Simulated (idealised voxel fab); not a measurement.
Name of the process module below: voxel transistor to metal
The cross-section on display is named cut; it measures 270 nm wide, and its cells are 5 nm squares.
We lay out every cross-section as a grid of square cells and spell it out in bands from the top down, where one band means one or more rows of cells. It is stipulated that each band's entry specify, in nanometres, the height of the top of the band and then that of its bottom, followed by the materials of the band in left-to-right sequence, each together with its width in nanometres. A single material marked by the word "everywhere" is understood to fill the band from edge to edge; the word "blank" is understood to denote empty space. Convention: height 0 is the level below which the wafer, as received, is all one material. The lowest band does not terminate at the bottom but continues downward, represented as "0 and below". So if you see something like "30->40" for the width, read it as the top row of the band sitting at the first number and the bottom row at the second, with every row in between moving by the same amount as the last. Key: "nothing altered" - step with no changed cell in the cross-section. Entry "Unvented voids". Content: empty spaces with no open connection to the top, size 8 cells or greater. Each: width x height at distance. Distance: from left edge. Unit: nm. Post-settings text on a step line: simulator's own remark regarding the step. "overlay nm" answers the question of how far to the right of plan the mask lay on a step that has a mask, and when it is negative the answer is to the left.
## The following list gives the planned process steps
1 RECEIVE,material Si
2 CONFORMAL_DEP,material SiO2,thk nm 5
3 CONFORMAL_DEP,material SiN,thk nm 15
4 DIRECTIONAL_DEP,material aC,thk nm 15
5 PATTERN,tone cover,mask id ACTIVE,material resist,width nm 105,pitch nm 135,thk nm 30,overlay nm 0
6 DIRECTIONAL_ETCH,etch materials aC,depth nm 15
7 STRIP,etch materials resist
8 DIRECTIONAL_ETCH,etch materials SiN,depth nm 15
9 DIRECTIONAL_ETCH,etch materials SiO2,depth nm 5
10 DIRECTIONAL_ETCH,etch materials Si,depth nm 25
11 STRIP,etch materials aC
12 OXIDIZE,depth nm 5
13 FILL_DEP,material SiO2,thk nm 5
14 CMP,height nm 20
15 SELECTIVE_ETCH,etch materials SiO2,depth nm 5
16 STRIP,etch materials SiN
17 SELECTIVE_ETCH,etch materials SiO2,depth nm 5
18 OXIDIZE,depth nm 5
19 DIRECTIONAL_DEP,material polySi,thk nm 20
20 DIRECTIONAL_DEP,material SiCN,thk nm 10
21 MASKED_ETCH,tone cover,mask id GATE,width nm 25,pitch nm 135,etch materials SiCN,depth nm 20,overlay nm 0
22 MASKED_ETCH,tone cover,mask id GATE,width nm 25,pitch nm 135,etch materials polySi,depth nm 30,overlay nm 0
23 CONFORMAL_DEP,material SiN,thk nm 5
24 DIRECTIONAL_ETCH,etch materials SiN,depth nm 5
25 DIRECTIONAL_ETCH,etch materials SiO2,depth nm 5
26 DIRECTIONAL_ETCH,etch materials Si,depth nm 10
27 EPI,material pSi,thk nm 15
28 FILL_DEP,material SiO2,thk nm 10
29 CMP,height nm 30
30 DIRECTIONAL_DEP,material SiO2,thk nm 10
31 PATTERN,tone open,mask id CONTACT,material resist,width nm 25,thk nm 20,overlay nm 0
32 DIRECTIONAL_ETCH,etch materials SiO2,depth nm 40
33 STRIP,etch materials resist
34 CONFORMAL_DEP,material TiN,thk nm 5
35 FILL_DEP,material Ru,thk nm 5
36 CMP,height nm 40
37 CONFORMAL_DEP,material SiN,thk nm 5
38 DIRECTIONAL_DEP,material lowk,thk nm 25
39 PATTERN,tone open,mask id METAL_1,material resist,width nm 15,thk nm 20,overlay nm 0
40 DIRECTIONAL_ETCH,etch materials lowk,depth nm 25
41 DIRECTIONAL_ETCH,etch materials SiN,depth nm 5
42 STRIP,etch materials resist
43 CONFORMAL_DEP,material TiN,thk nm 5
44 FILL_DEP,material Ru,thk nm 5
45 CMP,height nm 70
46 CONFORMAL_DEP,material SiCN,thk nm 5
## Delivered wafer in cross-section: state after step 1
- 0 and below = Si everywhere
- Unvented voids: none
## Cross-sectional result after module completion. Note: starting condition and plan are unchanged from above; one processing mistake was made
- 75 down to 70 = SiCN everywhere
- 70 down to 45 = 25 of lowk / 5 of TiN / 5 of Ru / 5 of TiN / 55 of lowk / 5 of TiN / 5 of Ru / 5 of TiN / 50 of lowk / 5 of TiN / 5 of Ru / 5 of TiN / 55 of lowk / 5 of TiN / 5 of Ru / 5 of TiN / 25 of lowk
- 45 down to 40 = 25 of SiN / 15 of TiN / 55 of SiN / 15 of TiN / 50 of SiN / 15 of TiN / 55 of SiN / 15 of TiN / 25 of SiN
- 40 down to 30 = 25 of SiO2 / 5 of TiN / 15 of Ru / 5 of TiN / 35 of SiO2 / 5 of TiN / 15 of Ru / 5 of TiN / 50 of SiO2 / 5 of TiN / 15 of Ru / 5 of TiN / 35 of SiO2 / 5 of TiN / 15 of Ru / 5 of TiN / 25 of SiO2
- 30 down to 10 = 25 of SiO2 / 5 of TiN / 15 of Ru / 5 of TiN / 5 of SiN / 25 of polySi / 5 of SiN / 5 of TiN / 15 of Ru / 5 of TiN / 50 of SiO2 / 5 of TiN / 15 of Ru / 5 of TiN / 5 of SiN / 25 of polySi / 5 of SiN / 5 of TiN / 15 of Ru / 5 of TiN / 25 of SiO2
- 10 down to 5 = 15 of SiO2 / 5 of SiN / 5 of SiO2 / 5 of TiN / 15 of Ru / 5 of TiN / 35 of SiO2 / 5 of TiN / 15 of Ru / 5 of TiN / 5 of SiO2 / 5 of SiN / 30 of SiO2 / 5 of SiN / 5 of SiO2 / 5 of TiN / 15 of Ru / 5 of TiN / 35 of SiO2 / 5 of TiN / 15 of Ru / 5 of TiN / 5 of SiO2 / 5 of SiN / 15 of SiO2
- 5 down to 0 = 15 of SiO2 / 5 of SiN / 5 of SiO2 / 25 of TiN / 35 of SiO2 / 25 of TiN / 5 of SiO2 / 5 of SiN / 30 of SiO2 / 5 of SiN / 5 of SiO2 / 25 of TiN / 35 of SiO2 / 25 of TiN / 5 of SiO2 / 5 of SiN / 15 of SiO2
- 0 down to -5 = 15 of pSi / 105 of SiO2 / 30 of pSi / 105 of SiO2 / 15 of pSi
- -5 down to -15 = 10 of pSi / 115 of SiO2 / 20 of pSi / 115 of SiO2 / 10 of pSi
- -15 down to -30 = 10 of Si / 115 of SiO2 / 20 of Si / 115 of SiO2 / 10 of Si
- -30 and below = Si everywhere
- Unvented voids: none
Error vs. plan: not per plan at step 5, really ran PATTERN,tone open,mask id ACTIVE,material resist,width nm 105,pitch nm 135,thk nm 30,overlay nm 0
